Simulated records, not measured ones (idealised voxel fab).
Process module under the name voxel ribs on slabs
Section shown: cut. Width: 280 nm. Cell size: 5 nm, square.
Heads up, the way a cross-section reads in here is a grid of square cells, handed over as bands from the top down, with every band being one or more rows of cells. Band: top and bottom heights (nm) first, top before bottom; then materials from left to right, widths in nm. "throughout" marks a sole material filling the band edge to edge. "blank" denotes empty space. It should be noted that heights are counted from 0, beneath which the wafer as supplied is of one material throughout, and that the lowest band possesses no lower boundary but continues downward, as written in "0 down". Graded width ("30..40"): value in top row of band = first number; value in bottom row = second number; row-to-row change constant. Where the words "nothing changed" appear for a step, the cross-section shows no cell changed by that step; every cell remained as before. Any empty space of 8 cells or more lacking an open way to the top shows up in "Closed void roster" as width x height at distance, distance from the left edge, in nm. Past the settings on a step's line: simulator remark, on that step. Steps that use a mask can have "overlay nm" on their line. It says how far the mask sat to the right of where it was meant to be. Negative means to the left.

-- Steps planned for the process
1,op RECEIVE | material Si
2,op DIRECTIONAL_DEP | material SiO2 | thk nm 30
3,op DIRECTIONAL_DEP | material SiN | thk nm 20
4,op PATTERN | tone cover | mask id RIB | material resist | width nm 15 | thk nm 15 | overlay nm 0
5,op DIRECTIONAL_ETCH | etch materials SiN | depth nm 10
6,op STRIP | etch materials resist
7,op MASKED_ETCH | tone cover | mask id SLAB | width nm 45 | etch materials SiN | depth nm 10 | overlay nm 0
8,op FILL_DEP | material SiO2 | thk nm 20
9,op CMP | height nm 60
10,op DIRECTIONAL_DEP | material W | thk nm 5
11,op MASKED_ETCH | tone cover | mask id HEATER | width nm 25 | etch materials W | depth nm 5 | overlay nm 0
12,op CONFORMAL_DEP | material SiO2 | thk nm 5

-- Delivered wafer in cross-section: state after step 1
    0 down: Si throughout
    Closed void roster: none

-- Post-module cross-section of the first of two wafers (run per plan)
    70 to 65: 120 nm blank; 35 nm SiO2; 125 nm blank
    65 to 60: 125 nm SiO2; 25 nm W; 130 nm SiO2
    60 to 50: SiO2 throughout
    50 to 40: 130 nm SiO2; 15 nm SiN; 135 nm SiO2
    40 to 30: 115 nm SiO2; 45 nm SiN; 120 nm SiO2
    30 to 0: SiO2 throughout
    0 down: Si throughout
    Closed void roster: none

-- second wafer at the end: like start, like plan, one mistake
    70 to 65: 120 nm blank; 35 nm SiO2; 125 nm blank
    65 to 60: 125 nm SiO2; 25 nm W; 130 nm SiO2
    60 to 50: SiO2 throughout
    50 to 40: 130 nm SiO2; 15 nm SiN; 135 nm SiO2
    40 to 30: 115 nm SiO2; 45 nm SiN; 120 nm SiO2
    30 to 0: W throughout
    0 down: Si throughout
    Closed void roster: none
The plan and the run diverged here: step 2: run off-plan, actual operation and settings op DIRECTIONAL_DEP | material W | thk nm 30
At the finish, the second wafer shows more or fewer cells for some materials than the first does: -336 SiO2 | +336 W
